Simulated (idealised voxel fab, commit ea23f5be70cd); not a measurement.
The document below concerns the process module designated voxel tone inversion.
For reference, the cross-section in this document is cut, with width 260 nm and square cells of 5 nm.
Just so we're on the same page, the cross-sections are grids of square cells, and they're listed out in bands top to bottom, each band one or more rows deep. Each band's line starts with the height of the band's top and of its bottom, in nm. Then come its materials from left to right, each with its width in nm. One material with "edge to edge" fills the band from edge to edge. "empty" is empty space. Height 0 is the level under which the wafer as received is all one material. The lowest band goes on downwards, as in "from 0 down". The expression "30->40" gives the width at the extremes of the band, the first number at its top row of cells and the second at its bottom row, with the width changing by equal amounts from each row to the next in between. "remains unaltered" means the step left every cell of the cross-section as it was. Heads up: "Closed void inventory" only lists the empty pockets with no open path to the top that are 8 cells or more, and it writes them as width x height at distance, distance from the left edge, in nm. Past the settings on a step's line: simulator remark, on that step. A step's line can hold "overlay nm"; with a mask on that step, the setting says how far right of the planned place the mask lay, while a negative setting says it lay to the left.
## Set out below are the planned steps of the process
1,RECEIVE, material Si
2,CONFORMAL_DEP, material SiCN, thk nm 10
3,DIRECTIONAL_DEP, material aC, thk nm 20
4,PATTERN, tone cover, mask id POSTS, material resist, width nm 20, pitch nm 45, thk nm 30, overlay nm 0
5,DIRECTIONAL_ETCH, etch materials aC, depth nm 20
6,STRIP, etch materials resist
7,FILL_DEP, material lowk, thk nm 10
8,CMP, height nm 30
9,STRIP, etch materials aC
10,CONFORMAL_DEP, material TiN, thk nm 5
11,FILL_DEP, material Cu, thk nm 5
12,CMP, height nm 20
13,CONFORMAL_DEP, material SiN, thk nm 5
What sets these wafers apart? The height nm at step 12. They all start alike, and the plan carries the first wafer's value.
## Here's the first of the wafers in cross-section, just as we got it, i.e. after step 1
  from 0 down | Si edge to edge
  Closed void inventory: none
## Where each wafer stands at the end of the module, a row apiece: cells of each material gained (+) or lost (-) since it was received, then closed voids
height nm 20 | +6 Cu | +104 SiCN | +52 SiN | +18 TiN | +80 lowk | Closed void inventory: none
height nm 25 | +12 Cu | +104 SiCN | +52 SiN | +24 TiN | +120 lowk | Closed void inventory: none
height nm 30 | +18 Cu | +104 SiCN | +52 SiN | +30 TiN | +160 lowk | Closed void inventory: none
height nm 35 | +24 Cu | +104 SiCN | +52 SiN | +76 TiN | +160 lowk | Closed void inventory: none
height nm 40 | +76 Cu | +104 SiCN | +52 SiN | +76 TiN | +160 lowk | Closed void inventory: none
